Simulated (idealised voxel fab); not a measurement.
process module | voxel capacitor over wiring
cross-section cut | 245 nm wide | cells 5 nm
A cross-section is a grid of square cells, given in bands from the top down. A band is one or more rows of cells.
Each band's line starts with the height of the band's top and of its bottom, in nm. Then come its materials from left to right, each with its width in nm. One material with "throughout" fills the band from edge to edge. "air" is empty space.
Height 0 is the level under which the wafer as received is all one material. The lowest band goes on downwards, as in "0 down".
A width such as "30 to 40" changes by the same amount from each row of cells to the next, from the band's top row to its bottom row.
"no change" after a step means that no cell of the cross-section changed.
closed voids: empty space of 8 cells or more with no open way to the top, each as width x height at its distance from the left edge, in nm
after a step's settings: what the simulator itself notes on the step
overlay nm, on a step with a mask: how far to the right of its planned place the mask lay; to the left if negative
plan
1 op RECEIVE | material Si
2 op CONFORMAL_DEP | material SiO2 | thk nm 15
3 op CONFORMAL_DEP | material SiCN | thk nm 5
4 op DIRECTIONAL_DEP | material lowk | thk nm 25
5 op DIRECTIONAL_DEP | material aC | thk nm 15
6 op PATTERN | tone open | mask id METAL_1 | material resist | width nm 20 | pitch nm 90 | thk nm 35 | overlay nm 0
7 op DIRECTIONAL_ETCH | etch materials aC | depth nm 15
8 op STRIP | etch materials resist
9 op DIRECTIONAL_ETCH | etch materials lowk | depth nm 25
10 op DIRECTIONAL_ETCH | etch materials SiCN | depth nm 5
11 op STRIP | etch materials aC
12 op CONFORMAL_DEP | material TiN | thk nm 5
13 op FILL_DEP | material Cu | thk nm 5
14 op CMP | height nm 45
15 op EPI | material Ru | thk nm 5
16 op FILL_DEP | material SiCN | thk nm 5
17 op DIRECTIONAL_DEP | material SiO2 | thk nm 20
18 op PATTERN | tone open | mask id PLUG_1 | material resist | width nm 15 | thk nm 20 | overlay nm 0
19 op DIRECTIONAL_ETCH | etch materials SiO2 | depth nm 20
20 op DIRECTIONAL_ETCH | etch materials SiCN | depth nm 5
21 op STRIP | etch materials resist
22 op EPI | material Ru | thk nm 10
23 op EPI | material Ru | thk nm 10
24 op EPI | material Ru | thk nm 5
25 op DIRECTIONAL_DEP | material TiN | thk nm 5
26 op DIRECTIONAL_DEP | material Al2O3 | thk nm 5
27 op DIRECTIONAL_DEP | material TiN | thk nm 5
28 op MASKED_ETCH | tone cover | mask id UPPER_PLATE | width nm 75 | etch materials TiN | depth nm 5 | overlay nm 0
29 op MASKED_ETCH | tone cover | mask id UPPER_PLATE | width nm 75 | etch materials Al2O3 | depth nm 5 | overlay nm 0
30 op DIRECTIONAL_DEP | material aC | thk nm 15
31 op PATTERN | tone cover | mask id LOWER_PLATE | material resist | width nm 85 | thk nm 30 | overlay nm 0
32 op DIRECTIONAL_ETCH | etch materials aC | depth nm 15
33 op STRIP | etch materials resist
34 op DIRECTIONAL_ETCH | etch materials TiN | depth nm 5
35 op STRIP | etch materials aC
36 op FILL_DEP | material SiO2 | thk nm 20
37 op CMP | height nm 105
38 op DIRECTIONAL_DEP | material aC | thk nm 15
39 op PATTERN | tone open | mask id PLUG_2 | material resist | width nm 15 | thk nm 35 | overlay nm 0
40 op DIRECTIONAL_ETCH | etch materials aC | depth nm 15
41 op STRIP | etch materials resist
42 op DIRECTIONAL_ETCH | etch materials SiO2 | depth nm 15
43 op STRIP | etch materials aC
44 op CONFORMAL_DEP | material TiN | thk nm 5
45 op FILL_DEP | material Cu | thk nm 10
46 op CMP | height nm 105
47 op CONFORMAL_DEP | material SiN | thk nm 5
as received, after step 1
  0 down: Si throughout
  closed voids: none
a wafer at the end: this start, this plan, one mistake
  110 to 105: SiN throughout
  105 to 100: TiN 85 | Cu 5 | TiN 155
  100 to 95: SiO2 80 | TiN 5 | Cu 5 | TiN 5 | SiO2 150
  95 to 85: SiO2 80 to 70 | TiN 15 to 75 | SiO2 150 to 100
  85 to 80: SiO2 70 | Al2O3 75 | SiO2 100
  80 to 75: SiO2 65 | TiN 85 | SiO2 95
  75 to 55: SiO2 70 | Ru 15 | SiO2 160
  55 to 50: SiCN 70 | Ru 15 | SiCN 160
  50 to 45: SiCN 60 | Ru 30 | SiCN 60 | Ru 30 | SiCN 65
  45 to 20: lowk 65 | TiN 5 | Cu 10 | TiN 5 | lowk 70 | TiN 5 | Cu 10 | TiN 5 | lowk 70
  20 to 15: SiCN 65 | TiN 20 | SiCN 70 | TiN 20 | SiCN 70
  15 to 0: SiO2 throughout
  0 down: Si throughout
  closed voids: none
what went wrong: step 37 ran as: op CMP | height nm 100
